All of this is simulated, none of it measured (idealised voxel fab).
The document below concerns the process module designated voxel quadruple lines.
Square cell edge 5 nm, section width 140 nm, ID cut.
Square cells in a grid make up a cross-section in this document, and the grid is given as bands, listed from the top down, each one or more rows of cells. In this notation a band is specified by the heights of its top and bottom, in that order and in nm, after which its materials appear from left to right, each paired with its width in nm. The word "throughout" attached to a single material means that material fills the band from edge to edge; the word "empty" stands for empty space. Basically, 0 is our baseline, since under it the wafer straight out of the box is all one material. The bottom band has no lower end and keeps on going down, so it looks like "0 and below". It should be noted that a width expressed as "30 to 40" varies in equal increments from row to row of cells within the band, taking the value of the first number at the top row and that of the second number at the bottom row. Any step labelled "left unchanged" changed none of the cells in the cross-section. "Closed voids list" means: voids of 8 cells or more that are shut off from the top with no open way through. Written width x height at distance, distance from the left edge, in nm. Anything after a step's settings on that line? It's the simulator's own note about the step. Each step line may optionally specify "overlay nm", which for a step with a mask gives the rightward distance between the mask's planned place and where it lay, a negative value indicating the leftward direction.
THIS SECTION LISTS THE PROCESS STEPS THAT WERE PLANNED
| 1 | RECEIVE,material Si |
| 2 | CONFORMAL_DEP,material SiO2,thk nm 5 |
| 3 | DIRECTIONAL_DEP,material TiN,thk nm 10 |
| 4 | DIRECTIONAL_DEP,material polySi,thk nm 15 |
| 5 | DIRECTIONAL_DEP,material aC,thk nm 20 |
| 6 | PATTERN,tone cover,mask id MANDREL,material resist,width nm 35,thk nm 25,overlay nm 0 |
| 7 | DIRECTIONAL_ETCH,etch materials aC,depth nm 20 |
| 8 | STRIP,etch materials resist |
| 9 | CONFORMAL_DEP,material SiO2,thk nm 15 |
| 10 | DIRECTIONAL_ETCH,etch materials SiO2,depth nm 15 |
| 11 | STRIP,etch materials aC |
| 12 | DIRECTIONAL_ETCH,etch materials polySi,depth nm 15 |
| 13 | STRIP,etch materials SiO2 |
| 14 | CONFORMAL_DEP,material SiCN,thk nm 10 |
| 15 | DIRECTIONAL_ETCH,etch materials SiCN,depth nm 10 |
| 16 | STRIP,etch materials polySi |
| 17 | DIRECTIONAL_ETCH,etch materials TiN,depth nm 10 |
| 18 | STRIP,etch materials SiCN |
| 19 | FILL_DEP,material SiO2,thk nm 10 |
| 20 | CMP,height nm 15 |
OF TWO WAFERS, THE FIRST: RUN ACCORDING TO PLAN
CROSS-SECTION OF THE WAFER AS IT CAME TO US, I.E., ALREADY THROUGH STEP 1
  0 and below  Si throughout
  Closed voids list: none
UPON COMPLETION OF STEP 2, THE WAFER APPEARS IN CROSS-SECTION AS SHOWN
  5 down to 0  SiO2 throughout
  Unchanged below 0.
UPON COMPLETION OF STEP 3, THE WAFER APPEARS IN CROSS-SECTION AS SHOWN
  15 down to 5  TiN throughout
  Unchanged below 5.
UPON COMPLETION OF STEP 4, THE WAFER APPEARS IN CROSS-SECTION AS SHOWN
  30 down to 15  polySi throughout
  Unchanged below 15.
UPON COMPLETION OF STEP 5, THE WAFER APPEARS IN CROSS-SECTION AS SHOWN
  50 down to 30  aC throughout
  Unchanged below 30.
UPON COMPLETION OF STEP 6, THE WAFER APPEARS IN CROSS-SECTION AS SHOWN
  75 down to 50  empty (50), then resist (35), then empty (55)
  Unchanged below 50.
UPON COMPLETION OF STEP 7, THE WAFER APPEARS IN CROSS-SECTION AS SHOWN
  55 down to 50  empty (50), then resist (35), then empty (55)
  50 down to 30  empty (50), then aC (35), then empty (55)
  Unchanged below 30.
UPON COMPLETION OF STEP 8, THE WAFER APPEARS IN CROSS-SECTION AS SHOWN
  50 down to 30  empty (50), then aC (35), then empty (55)
  Unchanged below 30.
UPON COMPLETION OF STEP 9, THE WAFER APPEARS IN CROSS-SECTION AS SHOWN
  65 down to 50  empty (35), then SiO2 (65), then empty (40)
  50 down to 45  empty (35), then SiO2 (15), then aC (35), then SiO2 (15), then empty (40)
  45 down to 30  SiO2 (50), then aC (35), then SiO2 (55)
  Unchanged below 30.
UPON COMPLETION OF STEP 10, THE WAFER APPEARS IN CROSS-SECTION AS SHOWN
  50 down to 30  empty (35), then SiO2 (15), then aC (35), then SiO2 (15), then empty (40)
  Unchanged below 30.
UPON COMPLETION OF STEP 11, THE WAFER APPEARS IN CROSS-SECTION AS SHOWN
  50 down to 30  empty (35), then SiO2 (15), then empty (35), then SiO2 (15), then empty (40)
  Unchanged below 30.
UPON COMPLETION OF STEP 12, THE WAFER APPEARS IN CROSS-SECTION AS SHOWN
  50 down to 30  empty (35), then SiO2 (15), then empty (35), then SiO2 (15), then empty (40)
  30 down to 15  empty (35), then polySi (15), then empty (35), then polySi (15), then empty (40)
  Unchanged below 15.
UPON COMPLETION OF STEP 13, THE WAFER APPEARS IN CROSS-SECTION AS SHOWN
  30 down to 15  empty (35), then polySi (15), then empty (35), then polySi (15), then empty (40)
  Unchanged below 15.
UPON COMPLETION OF STEP 14, THE WAFER APPEARS IN CROSS-SECTION AS SHOWN
  40 down to 30  empty (25), then SiCN (35), then empty (15), then SiCN (35), then empty (30)
  30 down to 25  empty (25), then SiCN (10), then polySi (15), then SiCN (10), then empty (15), then SiCN (10), then polySi (15), then SiCN (10), then empty (30)
  25 down to 15  SiCN (35), then polySi (15), then SiCN (35), then polySi (15), then SiCN (40)
  Unchanged below 15.
UPON COMPLETION OF STEP 15, THE WAFER APPEARS IN CROSS-SECTION AS SHOWN
  30 down to 15  empty (25), then SiCN (10), then polySi (15), then SiCN (10), then empty (15), then SiCN (10), then polySi (15), then SiCN (10), then empty (30)
  Unchanged below 15.
UPON COMPLETION OF STEP 16, THE WAFER APPEARS IN CROSS-SECTION AS SHOWN
  30 down to 15  empty (25), then SiCN (10), then empty (15), then SiCN (10), then empty (15), then SiCN (10), then empty (15), then SiCN (10), then empty (30)
  Unchanged below 15.
UPON COMPLETION OF STEP 17, THE WAFER APPEARS IN CROSS-SECTION AS SHOWN
  30 down to 15  empty (25), then SiCN (10), then empty (15), then SiCN (10), then empty (15), then SiCN (10), then empty (15), then SiCN (10), then empty (30)
  15 down to 5  empty (25), then TiN (10), then empty (15), then TiN (10), then empty (15), then TiN (10), then empty (15), then TiN (10), then empty (30)
  Unchanged below 5.
UPON COMPLETION OF STEP 18, THE WAFER APPEARS IN CROSS-SECTION AS SHOWN
  15 down to 5  empty (25), then TiN (10), then empty (15), then TiN (10), then empty (15), then TiN (10), then empty (15), then TiN (10), then empty (30)
  Unchanged below 5.
UPON COMPLETION OF STEP 19, THE WAFER APPEARS IN CROSS-SECTION AS SHOWN
  25 down to 15  SiO2 throughout
  15 down to 5  SiO2 (25), then TiN (10), then SiO2 (15), then TiN (10), then SiO2 (15), then TiN (10), then SiO2 (15), then TiN (10), then SiO2 (30)
  Unchanged below 5.
UPON COMPLETION OF STEP 20, THE WAFER APPEARS IN CROSS-SECTION AS SHOWN
  15 down to 5  SiO2 (25), then TiN (10), then SiO2 (15), then TiN (10), then SiO2 (15), then TiN (10), then SiO2 (15), then TiN (10), then SiO2 (30)
  Unchanged below 5.
SECOND WAFER - SHARED START AND PLAN WITH THE FIRST - ONE ERROR IN RUNNING - SAME AS THE FIRST UP TO STEP 10 INCLUSIVE
SECOND WAFER CROSS-SECTION, TAKEN AS OF THE TIME THE PLAN SETS FOR STEP 11 TO BE DONE
  50 down to 30  empty (50), then aC (35), then empty (55)
  Unchanged below 30.
SECOND WAFER CROSS-SECTION, TAKEN AS OF THE TIME THE PLAN SETS FOR STEP 12 TO BE DONE
  50 down to 30  empty (50), then aC (35), then empty (55)
  30 down to 15  empty (50), then polySi (35), then empty (55)
  Unchanged below 15.
Second wafer cross-section, taken as of the time the plan sets for step 13 to be done: left unchanged
SECOND WAFER CROSS-SECTION, TAKEN AS OF THE TIME THE PLAN SETS FOR STEP 14 TO BE DONE
  60 down to 50  empty (40), then SiCN (55), then empty (45)
  50 down to 30  empty (40), then SiCN (10), then aC (35), then SiCN (10), then empty (45)
  30 down to 25  empty (40), then SiCN (10), then polySi (35), then SiCN (10), then empty (45)
  25 down to 15  SiCN (50), then polySi (35), then SiCN (55)
  Unchanged below 15.
SECOND WAFER CROSS-SECTION, TAKEN AS OF THE TIME THE PLAN SETS FOR STEP 15 TO BE DONE
  50 down to 30  empty (40), then SiCN (10), then aC (35), then SiCN (10), then empty (45)
  30 down to 15  empty (40), then SiCN (10), then polySi (35), then SiCN (10), then empty (45)
  Unchanged below 15.
Second wafer cross-section, taken as of the time the plan sets for step 16 to be done: left unchanged
SECOND WAFER CROSS-SECTION, TAKEN AS OF THE TIME THE PLAN SETS FOR STEP 17 TO BE DONE
  50 down to 30  empty (40), then SiCN (10), then aC (35), then SiCN (10), then empty (45)
  30 down to 15  empty (40), then SiCN (10), then polySi (35), then SiCN (10), then empty (45)
  15 down to 5  empty (40), then TiN (55), then empty (45)
  Unchanged below 5.
SECOND WAFER CROSS-SECTION, TAKEN AS OF THE TIME THE PLAN SETS FOR STEP 18 TO BE DONE
  50 down to 30  empty (50), then aC (35), then empty (55)
  30 down to 15  empty (50), then polySi (35), then empty (55)
  Unchanged below 15.
SECOND WAFER CROSS-SECTION, TAKEN AS OF THE TIME THE PLAN SETS FOR STEP 19 TO BE DONE
  60 down to 50  SiO2 throughout
  50 down to 30  SiO2 (50), then aC (35), then SiO2 (55)
  30 down to 15  SiO2 (50), then polySi (35), then SiO2 (55)
  15 down to 5  SiO2 (40), then TiN (55), then SiO2 (45)
  Unchanged below 5.
SECOND WAFER CROSS-SECTION, TAKEN AS OF THE TIME THE PLAN SETS FOR STEP 20 TO BE DONE
  15 down to 5  SiO2 (40), then TiN (55), then SiO2 (45)
  Unchanged below 5.
Short version of what went wrong: step 11 ran differently from the plan; actual operation with settings: STRIP,etch materials SiO2
In the final state, the cell counts of the second wafer exceed or fall short of those of the first for the following materials: SiO2 -6, TiN +6
